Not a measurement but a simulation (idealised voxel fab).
process module | voxel released beams
cross-section cut | 235 nm wide | cells 5 nm
A cross-section is a grid of square cells, given in bands from the top down. A band is one or more rows of cells.
Each band's line starts with the height of the band's top and of its bottom, in nm. Then come its materials from left to right, each with its width in nm. One material with "throughout" fills the band from edge to edge. "air" is empty space.
Height 0 is the level under which the wafer as received is all one material. The lowest band goes on downwards, as in "0 down".
A width such as "30 to 40" changes by the same amount from each row of cells to the next, from the band's top row to its bottom row.
"no change" after a step means that no cell of the cross-section changed.
closed voids: empty space of 8 cells or more with no open way to the top, each as width x height at its distance from the left edge, in nm
after a step's settings: what the simulator itself notes on the step
overlay nm, on a step with a mask: how far to the right of its planned place the mask lay; to the left if negative
plan
1 op RECEIVE | material Si
2 op CONFORMAL_DEP | material SiN | thk nm 10
3 op DIRECTIONAL_DEP | material SiO2 | thk nm 15
4 op DIRECTIONAL_DEP | material aC | thk nm 10
5 op PATTERN | tone open | mask id ANCHOR | material resist | width nm 35 | thk nm 25 | overlay nm 0
6 op DIRECTIONAL_ETCH | etch materials aC | depth nm 10
7 op STRIP | etch materials resist
8 op DIRECTIONAL_ETCH | etch materials SiO2 | depth nm 15
9 op STRIP | etch materials aC
10 op CONFORMAL_DEP | material TiN | thk nm 10
11 op DIRECTIONAL_DEP | material aC | thk nm 15
12 op PATTERN | tone cover | mask id BEAM | material resist | width nm 90 | thk nm 30 | overlay nm 0
13 op DIRECTIONAL_ETCH | etch materials aC | depth nm 15
14 op STRIP | etch materials resist
15 op DIRECTIONAL_ETCH | etch materials TiN | depth nm 10
16 op STRIP | etch materials aC
17 op STRIP | etch materials SiO2
first wafer, as planned
as received, after step 1
  0 down: Si throughout
  closed voids: none
after step 2
  10 to 0: SiN throughout
  below 0: unchanged
after step 3
  25 to 10: SiO2 throughout
  below 10: unchanged
after step 4
  35 to 25: aC throughout
  below 25: unchanged
after step 5
  60 to 35: resist 75 | air 35 | resist 125
  below 35: unchanged
after step 6
  50 to 35: resist 75 | air 35 | resist 125
  35 to 25: aC 75 | air 35 | aC 125
  below 25: unchanged
after step 7
  35 to 25: aC 75 | air 35 | aC 125
  below 25: unchanged
after step 8
  35 to 25: aC 75 | air 35 | aC 125
  25 to 10: SiO2 75 | air 35 | SiO2 125
  below 10: unchanged
after step 9
  25 to 10: SiO2 75 | air 35 | SiO2 125
  below 10: unchanged
after step 10
  35 to 25: TiN 85 | air 15 | TiN 135
  25 to 20: SiO2 75 | TiN 10 | air 15 | TiN 10 | SiO2 125
  20 to 10: SiO2 75 | TiN 35 | SiO2 125
  below 10: unchanged
after step 11
  50 to 35: aC 85 | air 15 | aC 135
  35 to 25: TiN 85 | aC 15 | TiN 135
  25 to 20: SiO2 75 | TiN 10 | aC 15 | TiN 10 | SiO2 125
  below 20: unchanged
after step 12
  80 to 50: air 70 | resist 90 | air 75
  50 to 35: aC 85 | resist 15 | aC 135
  below 35: unchanged
after step 13
  65 to 50: air 70 | resist 90 | air 75
  50 to 35: air 70 | aC 15 | resist 15 | aC 60 | air 75
  below 35: unchanged
after step 14
  50 to 35: air 70 | aC 15 | air 15 | aC 60 | air 75
  below 35: unchanged
after step 15
  50 to 35: air 70 | aC 15 | air 15 | aC 60 | air 75
  35 to 25: air 70 | TiN 15 | aC 15 | TiN 60 | air 75
  below 25: unchanged
after step 16
  35 to 25: air 70 | TiN 15 | air 15 | TiN 60 | air 75
  25 to 20: SiO2 75 | TiN 10 | air 15 | TiN 10 | SiO2 125
  below 20: unchanged
after step 17
  35 to 25: air 70 | TiN 15 | air 15 | TiN 60 | air 75
  25 to 20: air 75 | TiN 10 | air 15 | TiN 10 | air 125
  20 to 10: air 75 | TiN 35 | air 125
  below 10: unchanged
second wafer: like start, like plan, one mistake. Through step 11 it matches the first wafer
when step 12 should have ended
  80 to 50: air 80 | resist 90 | air 65
  50 to 35: aC 85 | resist 15 | aC 135
  below 35: unchanged
when step 13 should have ended
  65 to 50: air 80 | resist 90 | air 65
  50 to 35: air 80 | aC 5 | resist 15 | aC 70 | air 65
  below 35: unchanged
when step 14 should have ended
  50 to 35: air 80 | aC 5 | air 15 | aC 70 | air 65
  below 35: unchanged
when step 15 should have ended
  50 to 35: air 80 | aC 5 | air 15 | aC 70 | air 65
  35 to 25: air 80 | TiN 5 | aC 15 | TiN 70 | air 65
  below 25: unchanged
when step 16 should have ended
  35 to 25: air 80 | TiN 5 | air 15 | TiN 70 | air 65
  25 to 20: SiO2 75 | TiN 10 | air 15 | TiN 10 | SiO2 125
  below 20: unchanged
when step 17 should have ended
  35 to 25: air 80 | TiN 5 | air 15 | TiN 70 | air 65
  25 to 20: air 75 | TiN 10 | air 15 | TiN 10 | air 125
  20 to 10: air 75 | TiN 35 | air 125
  below 10: unchanged
what went wrong: step 12 ran as: op PATTERN | tone cover | mask id BEAM | material resist | width nm 90 | thk nm 30 | overlay nm 10
at the end the second wafer has, in cells: as many of each material as the first, in other places
